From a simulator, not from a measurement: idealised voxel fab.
Process module name: voxel wiring stack
Section cut is 260 nm wide and gridded with 5 nm square cells.
Think of the cross-section as a grid of square cells. We describe it in bands, top to bottom, and each band covers one or more rows of those cells.
In this notation a band is specified by the heights of its top and bottom, in that order and in nm, after which its materials appear from left to right, each paired with its width in nm. The word "edge to edge" attached to a single material means that material fills the band from edge to edge; the word "empty" stands for empty space.
Height reference: 0 = level under which incoming wafer is all one material. Lowest band: no bottom, runs on downward, e.g. "0 down".
You'd read "30..40" like this: the band's top row of cells is as wide as the first number, its bottom row is as wide as the second, and going down, every row changes width by the same amount as the row before did.
What does "nothing changed" mean for a step? It means no cell of the cross-section changed in that step.
You'll see "Voids lacking openings" listing empty spaces that have no way open to the top, as long as they're 8 cells or more; the notation is width x height at distance, where the distance is from the left edge, and all of it is in nm.
On each step's line, the part that comes after the settings is the simulator's own comment on the step.
overlay nm, on a step with a mask: how far to the right of its planned place the mask lay; to the left if negative

LIST OF PLANNED PROCESS STEPS
1) RECEIVE: material Si
2) CONFORMAL_DEP: material SiO2, thk nm 15
3) DIRECTIONAL_DEP: material TiN, thk nm 5
4) DIRECTIONAL_DEP: material Ru, thk nm 15
5) PATTERN: tone cover, mask id METAL_1, material resist, width nm 20, pitch nm 45, thk nm 20, overlay nm 0
6) DIRECTIONAL_ETCH: etch materials Ru, depth nm 15
7) DIRECTIONAL_ETCH: etch materials TiN, depth nm 5
8) STRIP: etch materials resist
9) CONFORMAL_DEP: material SiN, thk nm 5
10) FILL_DEP: material SiO2, thk nm 10
11) CMP: height nm 35
12) CONFORMAL_DEP: material SiCN, thk nm 5
13) DIRECTIONAL_DEP: material SiO2, thk nm 30
14) MASKED_ETCH: tone open, mask id METAL_2_HOLES, width nm 15, pitch nm 45, etch materials SiO2, depth nm 30, overlay nm 0
15) MASKED_ETCH: tone open, mask id METAL_2, width nm 20, pitch nm 45, etch materials SiO2, depth nm 15, overlay nm 0
16) MASKED_ETCH: tone open, mask id METAL_2, width nm 15, pitch nm 45, etch materials SiCN, depth nm 5, overlay nm 0
17) CONFORMAL_DEP: material TiN, thk nm 5
18) FILL_DEP: material Ru, thk nm 10
19) CMP: height nm 70
20) CONFORMAL_DEP: material SiCN, thk nm 5
Keep in mind the plan's value for the width nm of step 16 comes from the first wafer; the wafers don't share that setting, but they do share the same starting point.

AS-RECEIVED STATE AFTER STEP 1, FIRST OF SEVERAL WAFERS, CROSS-SECTION
    0 down: Si edge to edge
    Voids lacking openings: none

POST STEP 20, THE CLOSING STEP OF THE MODULE: FIRST OF SEVERAL WAFERS, CROSS-SECTIONED
    75 to 70: SiCN edge to edge
    70 to 60: SiO2: 50, then TiN: 5, then Ru: 10, then TiN: 5, then SiO2: 25, then TiN: 5, then Ru: 10, then TiN: 5, then SiO2: 25, then TiN: 5, then Ru: 10, then TiN: 5, then SiO2: 25, then TiN: 5, then Ru: 10, then TiN: 5, then SiO2: 55
    60 to 55: SiO2: 50, then TiN: 5, then Ru: 5, then TiN: 10, then SiO2: 25, then TiN: 5, then Ru: 5, then TiN: 10, then SiO2: 25, then TiN: 5, then Ru: 5, then TiN: 10, then SiO2: 25, then TiN: 5, then Ru: 5, then TiN: 10, then SiO2: 55
    55 to 45: SiO2: 50, then TiN: 5, then Ru: 5, then TiN: 5, then SiO2: 30, then TiN: 5, then Ru: 5, then TiN: 5, then SiO2: 30, then TiN: 5, then Ru: 5, then TiN: 5, then SiO2: 30, then TiN: 5, then Ru: 5, then TiN: 5, then SiO2: 60
    45 to 40: SiO2: 50, then TiN: 15, then SiO2: 30, then TiN: 15, then SiO2: 30, then TiN: 15, then SiO2: 30, then TiN: 15, then SiO2: 60
    40 to 35: SiCN: 55, then TiN: 10, then SiCN: 35, then TiN: 10, then SiCN: 35, then TiN: 10, then SiCN: 35, then TiN: 10, then SiCN: 60
    35 to 20: SiO2: 45, then SiN: 5, then Ru: 20, then SiN: 5, then SiO2: 15, then SiN: 5, then Ru: 20, then SiN: 5, then SiO2: 15, then SiN: 5, then Ru: 20, then SiN: 5, then SiO2: 15, then SiN: 5, then Ru: 20, then SiN: 5, then SiO2: 50
    20 to 15: SiN: 50, then TiN: 20, then SiN: 25, then TiN: 20, then SiN: 25, then TiN: 20, then SiN: 25, then TiN: 20, then SiN: 55
    15 to 0: SiO2 edge to edge
    0 down: Si edge to edge
    Voids lacking openings: none

CROSS-SECTION, MODULE END, FINAL OF SEVERAL WAFERS
    75 to 70: SiCN edge to edge
    70 to 60: SiO2: 50, then TiN: 5, then Ru: 10, then TiN: 5, then SiO2: 25, then TiN: 5, then Ru: 10, then TiN: 5, then SiO2: 25, then TiN: 5, then Ru: 10, then TiN: 5, then SiO2: 25, then TiN: 5, then Ru: 10, then TiN: 5, then SiO2: 55
    60 to 55: SiO2: 50, then TiN: 5, then Ru: 5, then TiN: 10, then SiO2: 25, then TiN: 5, then Ru: 5, then TiN: 10, then SiO2: 25, then TiN: 5, then Ru: 5, then TiN: 10, then SiO2: 25, then TiN: 5, then Ru: 5, then TiN: 10, then SiO2: 55
    55 to 40: SiO2: 50, then TiN: 5, then Ru: 5, then TiN: 5, then SiO2: 30, then TiN: 5, then Ru: 5, then TiN: 5, then SiO2: 30, then TiN: 5, then Ru: 5, then TiN: 5, then SiO2: 30, then TiN: 5, then Ru: 5, then TiN: 5, then SiO2: 60
    40 to 35: SiCN: 50, then TiN: 15, then SiCN: 30, then TiN: 15, then SiCN: 30, then TiN: 15, then SiCN: 30, then TiN: 15, then SiCN: 60
    35 to 20: SiO2: 45, then SiN: 5, then Ru: 20, then SiN: 5, then SiO2: 15, then SiN: 5, then Ru: 20, then SiN: 5, then SiO2: 15, then SiN: 5, then Ru: 20, then SiN: 5, then SiO2: 15, then SiN: 5, then Ru: 20, then SiN: 5, then SiO2: 50
    20 to 15: SiN: 50, then TiN: 20, then SiN: 25, then TiN: 20, then SiN: 25, then TiN: 20, then SiN: 25, then TiN: 20, then SiN: 55
    15 to 0: SiO2 edge to edge
    0 down: Si edge to edge
    Voids lacking openings: none

HERE IS HOW TO READ THE ROWS: EVERY WAFER HAS A ROW, AND IT SHOWS THE WAFER AT THE END OF THE MODULE, GIVING FOR EACH MATERIAL HOW MANY CELLS WERE GAINED (+) OR LOST (-) SINCE THE WAFER WAS RECEIVED, THEN LISTING ITS CLOSED VOIDS
width nm 15 | +76 Ru | +96 SiCN | +60 SiN | +468 SiO2 | +80 TiN | Voids lacking openings: none
width nm 20 | +80 Ru | +92 SiCN | +60 SiN | +468 SiO2 | +80 TiN | Voids lacking openings: none
width nm 25 | +80 Ru | +92 SiCN | +60 SiN | +468 SiO2 | +80 TiN | Voids lacking openings: none
width nm 30 | +80 Ru | +92 SiCN | +60 SiN | +468 SiO2 | +80 TiN | Voids lacking openings: none
